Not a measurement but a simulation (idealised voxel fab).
process module | voxel self aligned vias
cross-section cut | 275 nm wide | cells 5 nm
A cross-section is a grid of square cells, given in bands from the top down. A band is one or more rows of cells.
Each band's line starts with the height of the band's top and of its bottom, in nm. Then come its materials from left to right, each with its width in nm. One material with "throughout" fills the band from edge to edge. "air" is empty space.
Height 0 is the level under which the wafer as received is all one material. The lowest band goes on downwards, as in "0 down".
A width such as "30 to 40" changes by the same amount from each row of cells to the next, from the band's top row to its bottom row.
"no change" after a step means that no cell of the cross-section changed.
closed voids: empty space of 8 cells or more with no open way to the top, each as width x height at its distance from the left edge, in nm
after a step's settings: what the simulator itself notes on the step
overlay nm, on a step with a mask: how far to the right of its planned place the mask lay; to the left if negative
plan
1 op RECEIVE | material Si
2 op CONFORMAL_DEP | material SiO2 | thk nm 10
3 op CONFORMAL_DEP | material SiCN | thk nm 5
4 op DIRECTIONAL_DEP | material SiO2 | thk nm 20
5 op PATTERN | tone open | mask id LINES | material resist | width nm 20 | pitch nm 65 | thk nm 15 | overlay nm 0
6 op DIRECTIONAL_ETCH | etch materials SiO2 | depth nm 20
7 op STRIP | etch materials resist
8 op CONFORMAL_DEP | material TiN | thk nm 5
9 op FILL_DEP | material W | thk nm 5
10 op CMP | height nm 35
11 op SELECTIVE_ETCH | etch materials W Ru TiN | depth nm 10
12 op FILL_DEP | material SiN | thk nm 5
13 op CMP | height nm 35
14 op DIRECTIONAL_DEP | material SiO2 | thk nm 15
15 op MASKED_ETCH | tone open | mask id VIAS | width nm 40 | pitch nm 65 | etch materials SiO2 | depth nm 15 | overlay nm 0
16 op MASKED_ETCH | tone open | mask id VIAS | width nm 40 | pitch nm 65 | etch materials SiN | depth nm 10 | overlay nm 0
17 op CONFORMAL_DEP | material TiN | thk nm 5
18 op FILL_DEP | material Ru | thk nm 10
19 op CMP | height nm 50
20 op CONFORMAL_DEP | material SiN | thk nm 5
first wafer, as planned
as received, after step 1
  0 down: Si throughout
  closed voids: none
after step 2
  10 to 0: SiO2 throughout
  below 0: unchanged
after step 3
  15 to 10: SiCN throughout
  below 10: unchanged
after step 4
  35 to 15: SiO2 throughout
  below 15: unchanged
after step 5
  50 to 35: resist 60 | air 20 | resist 45 | air 20 | resist 45 | air 20 | resist 65
  below 35: unchanged
after step 6
  50 to 35: resist 60 | air 20 | resist 45 | air 20 | resist 45 | air 20 | resist 65
  35 to 15: SiO2 60 | air 20 | SiO2 45 | air 20 | SiO2 45 | air 20 | SiO2 65
  below 15: unchanged
after step 7
  35 to 15: SiO2 60 | air 20 | SiO2 45 | air 20 | SiO2 45 | air 20 | SiO2 65
  below 15: unchanged
after step 8
  40 to 35: TiN 65 | air 10 | TiN 55 | air 10 | TiN 55 | air 10 | TiN 70
  35 to 20: SiO2 60 | TiN 5 | air 10 | TiN 5 | SiO2 45 | TiN 5 | air 10 | TiN 5 | SiO2 45 | TiN 5 | air 10 | TiN 5 | SiO2 65
  20 to 15: SiO2 60 | TiN 20 | SiO2 45 | TiN 20 | SiO2 45 | TiN 20 | SiO2 65
  below 15: unchanged
after step 9
  45 to 40: W throughout
  40 to 35: TiN 65 | W 10 | TiN 55 | W 10 | TiN 55 | W 10 | TiN 70
  35 to 20: SiO2 60 | TiN 5 | W 10 | TiN 5 | SiO2 45 | TiN 5 | W 10 | TiN 5 | SiO2 45 | TiN 5 | W 10 | TiN 5 | SiO2 65
  below 20: unchanged
after step 10
  35 to 20: SiO2 60 | TiN 5 | W 10 | TiN 5 | SiO2 45 | TiN 5 | W 10 | TiN 5 | SiO2 45 | TiN 5 | W 10 | TiN 5 | SiO2 65
  below 20: unchanged
after step 11
  35 to 25: SiO2 60 | air 20 | SiO2 45 | air 20 | SiO2 45 | air 20 | SiO2 65
  below 25: unchanged
after step 12
  40 to 35: SiN throughout
  35 to 25: SiO2 60 | SiN 20 | SiO2 45 | SiN 20 | SiO2 45 | SiN 20 | SiO2 65
  below 25: unchanged
after step 13
  35 to 25: SiO2 60 | SiN 20 | SiO2 45 | SiN 20 | SiO2 45 | SiN 20 | SiO2 65
  below 25: unchanged
after step 14
  50 to 35: SiO2 throughout
  below 35: unchanged
after step 15
  50 to 35: SiO2 50 | air 40 | SiO2 25 | air 40 | SiO2 25 | air 40 | SiO2 55
  below 35: unchanged
after step 16
  50 to 35: SiO2 50 | air 40 | SiO2 25 | air 40 | SiO2 25 | air 40 | SiO2 55
  35 to 25: SiO2 60 | air 20 | SiO2 45 | air 20 | SiO2 45 | air 20 | SiO2 65
  below 25: unchanged
after step 17
  55 to 50: TiN 55 | air 30 | TiN 35 | air 30 | TiN 35 | air 30 | TiN 60
  50 to 40: SiO2 50 | TiN 5 | air 30 | TiN 5 | SiO2 25 | TiN 5 | air 30 | TiN 5 | SiO2 25 | TiN 5 | air 30 | TiN 5 | SiO2 55
  40 to 30: SiO2 50 to 60 | TiN 15 to 5 | air 10 | TiN 15 to 5 | SiO2 25 to 45 | TiN 15 to 5 | air 10 | TiN 15 to 5 | SiO2 25 to 45 | TiN 15 to 5 | air 10 | TiN 15 to 5 | SiO2 55 to 65
  30 to 25: SiO2 60 | TiN 20 | SiO2 45 | TiN 20 | SiO2 45 | TiN 20 | SiO2 65
  below 25: unchanged
after step 18
  65 to 55: Ru throughout
  55 to 50: TiN 55 | Ru 30 | TiN 35 | Ru 30 | TiN 35 | Ru 30 | TiN 60
  50 to 40: SiO2 50 | TiN 5 | Ru 30 | TiN 5 | SiO2 25 | TiN 5 | Ru 30 | TiN 5 | SiO2 25 | TiN 5 | Ru 30 | TiN 5 | SiO2 55
  40 to 30: SiO2 50 to 60 | TiN 15 to 5 | Ru 10 | TiN 15 to 5 | SiO2 25 to 45 | TiN 15 to 5 | Ru 10 | TiN 15 to 5 | SiO2 25 to 45 | TiN 15 to 5 | Ru 10 | TiN 15 to 5 | SiO2 55 to 65
  below 30: unchanged
after step 19
  50 to 40: SiO2 50 | TiN 5 | Ru 30 | TiN 5 | SiO2 25 | TiN 5 | Ru 30 | TiN 5 | SiO2 25 | TiN 5 | Ru 30 | TiN 5 | SiO2 55
  below 40: unchanged
after step 20
  55 to 50: SiN throughout
  below 50: unchanged
second wafer: like start, like plan, one mistake. Through step 4 it matches the first wafer
when step 5 should have ended
  50 to 35: air 60 | resist 20 | air 45 | resist 20 | air 45 | resist 20 | air 65
  below 35: unchanged
when step 6 should have ended
  50 to 35: air 60 | resist 20 | air 45 | resist 20 | air 45 | resist 20 | air 65
  35 to 15: air 60 | SiO2 20 | air 45 | SiO2 20 | air 45 | SiO2 20 | air 65
  below 15: unchanged
when step 7 should have ended
  35 to 15: air 60 | SiO2 20 | air 45 | SiO2 20 | air 45 | SiO2 20 | air 65
  below 15: unchanged
when step 8 should have ended
  40 to 35: air 55 | TiN 30 | air 35 | TiN 30 | air 35 | TiN 30 | air 60
  35 to 20: air 55 | TiN 5 | SiO2 20 | TiN 5 | air 35 | TiN 5 | SiO2 20 | TiN 5 | air 35 | TiN 5 | SiO2 20 | TiN 5 | air 60
  20 to 15: TiN 60 | SiO2 20 | TiN 45 | SiO2 20 | TiN 45 | SiO2 20 | TiN 65
  below 15: unchanged
when step 9 should have ended
  45 to 40: W throughout
  40 to 35: W 55 | TiN 30 | W 35 | TiN 30 | W 35 | TiN 30 | W 60
  35 to 20: W 55 | TiN 5 | SiO2 20 | TiN 5 | W 35 | TiN 5 | SiO2 20 | TiN 5 | W 35 | TiN 5 | SiO2 20 | TiN 5 | W 60
  below 20: unchanged
when step 10 should have ended
  35 to 20: W 55 | TiN 5 | SiO2 20 | TiN 5 | W 35 | TiN 5 | SiO2 20 | TiN 5 | W 35 | TiN 5 | SiO2 20 | TiN 5 | W 60
  below 20: unchanged
when step 11 should have ended
  35 to 25: air 60 | SiO2 20 | air 45 | SiO2 20 | air 45 | SiO2 20 | air 65
  below 25: unchanged
when step 12 should have ended
  40 to 35: SiN throughout
  35 to 25: SiN 60 | SiO2 20 | SiN 45 | SiO2 20 | SiN 45 | SiO2 20 | SiN 65
  below 25: unchanged
when step 13 should have ended
  35 to 25: SiN 60 | SiO2 20 | SiN 45 | SiO2 20 | SiN 45 | SiO2 20 | SiN 65
  below 25: unchanged
when step 14 should have ended
  50 to 35: SiO2 throughout
  below 35: unchanged
when step 15 should have ended
  50 to 35: SiO2 50 | air 40 | SiO2 25 | air 40 | SiO2 25 | air 40 | SiO2 55
  below 35: unchanged
when step 16 should have ended
  50 to 35: SiO2 50 | air 40 | SiO2 25 | air 40 | SiO2 25 | air 40 | SiO2 55
  35 to 25: SiN 50 | air 10 | SiO2 20 | air 10 | SiN 25 | air 10 | SiO2 20 | air 10 | SiN 25 | air 10 | SiO2 20 | air 10 | SiN 55
  below 25: unchanged
when step 17 should have ended
  55 to 50: TiN 55 | air 30 | TiN 35 | air 30 | TiN 35 | air 30 | TiN 60
  50 to 40: SiO2 50 | TiN 5 | air 30 | TiN 5 | SiO2 25 | TiN 5 | air 30 | TiN 5 | SiO2 25 | TiN 5 | air 30 | TiN 5 | SiO2 55
  40 to 35: SiO2 50 | TiN 40 | SiO2 25 | TiN 40 | SiO2 25 | TiN 40 | SiO2 55
  35 to 25: SiN 50 | TiN 10 | SiO2 20 | TiN 10 | SiN 25 | TiN 10 | SiO2 20 | TiN 10 | SiN 25 | TiN 10 | SiO2 20 | TiN 10 | SiN 55
  below 25: unchanged
when step 18 should have ended
  65 to 55: Ru throughout
  55 to 50: TiN 55 | Ru 30 | TiN 35 | Ru 30 | TiN 35 | Ru 30 | TiN 60
  50 to 40: SiO2 50 | TiN 5 | Ru 30 | TiN 5 | SiO2 25 | TiN 5 | Ru 30 | TiN 5 | SiO2 25 | TiN 5 | Ru 30 | TiN 5 | SiO2 55
  below 40: unchanged
when step 19 should have ended
  50 to 40: SiO2 50 | TiN 5 | Ru 30 | TiN 5 | SiO2 25 | TiN 5 | Ru 30 | TiN 5 | SiO2 25 | TiN 5 | Ru 30 | TiN 5 | SiO2 55
  below 40: unchanged
when step 20 should have ended
  55 to 50: SiN throughout
  below 50: unchanged
what went wrong: step 5 ran as: op PATTERN | tone cover | mask id LINES | material resist | width nm 20 | pitch nm 65 | thk nm 15 | overlay nm 0
at the end the second wafer has, in cells: 12 fewer of Ru | 62 more of SiN | 124 fewer of SiO2 | 43 more of TiN | 31 more of W
